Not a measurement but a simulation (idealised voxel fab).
process module | voxel local oxidation
cross-section cut | 255 nm wide | cells 5 nm
A cross-section is a grid of square cells, given in bands from the top down. A band is one or more rows of cells.
Each band's line starts with the height of the band's top and of its bottom, in nm. Then come its materials from left to right, each with its width in nm. One material with "throughout" fills the band from edge to edge. "air" is empty space.
Height 0 is the level under which the wafer as received is all one material. The lowest band goes on downwards, as in "0 down".
A width such as "30 to 40" changes by the same amount from each row of cells to the next, from the band's top row to its bottom row.
"no change" after a step means that no cell of the cross-section changed.
closed voids: empty space of 8 cells or more with no open way to the top, each as width x height at its distance from the left edge, in nm
after a step's settings: what the simulator itself notes on the step
overlay nm, on a step with a mask: how far to the right of its planned place the mask lay; to the left if negative
plan
1 op RECEIVE | material Si
2 op CONFORMAL_DEP | material SiO2 | thk nm 5
3 op CONFORMAL_DEP | material SiN | thk nm 15
4 op PATTERN | tone cover | mask id ACTIVE | material resist | width nm 95 | thk nm 20 | overlay nm 0
5 op DIRECTIONAL_ETCH | etch materials SiN | depth nm 15
6 op STRIP | etch materials resist
7 op SELECTIVE_ETCH | etch materials SiO2 | depth nm 5
8 op OXIDIZE | depth nm 10
9 op STRIP | etch materials SiN
first wafer, as planned
as received, after step 1
  0 down: Si throughout
  closed voids: none
after step 2
  5 to 0: SiO2 throughout
  below 0: unchanged
after step 3
  20 to 5: SiN throughout
  below 5: unchanged
after step 4
  40 to 20: air 80 | resist 95 | air 80
  below 20: unchanged
after step 5
  40 to 20: air 80 | resist 95 | air 80
  20 to 5: air 80 | SiN 95 | air 80
  below 5: unchanged
after step 6
  20 to 5: air 80 | SiN 95 | air 80
  below 5: unchanged
after step 7
  20 to 5: air 80 | SiN 95 | air 80
  5 to 0: air 85 | SiO2 85 | air 85
  below 0: unchanged
after step 8
  20 to 5: air 80 | SiN 95 | air 80
  5 to 0: air 85 | SiO2 85 | air 85
  0 to -10: SiO2 95 | Si 65 | SiO2 95
  below -10: unchanged
after step 9
  5 to 0: air 85 | SiO2 85 | air 85
  below 0: unchanged
second wafer: like start, like plan, one mistake. Through step 5 it matches the first wafer
when step 6 should have ended
  20 to 5: air 80 | SiN 95 | air 80
  below 5: unchanged
when step 7 should have ended
  20 to 5: air 80 | SiN 95 | air 80
  5 to 0: air 85 | SiO2 85 | air 85
  below 0: unchanged
when step 8 should have ended
  20 to 5: air 80 | SiN 95 | air 80
  5 to 0: air 85 | SiO2 85 | air 85
  0 to -10: SiO2 95 | Si 65 | SiO2 95
  below -10: unchanged
when step 9 should have ended
  5 to 0: air 85 | SiO2 85 | air 85
  below 0: unchanged
what went wrong: step 6 was run twice
at the end the two cross-sections are the same: no effect in what this model computes
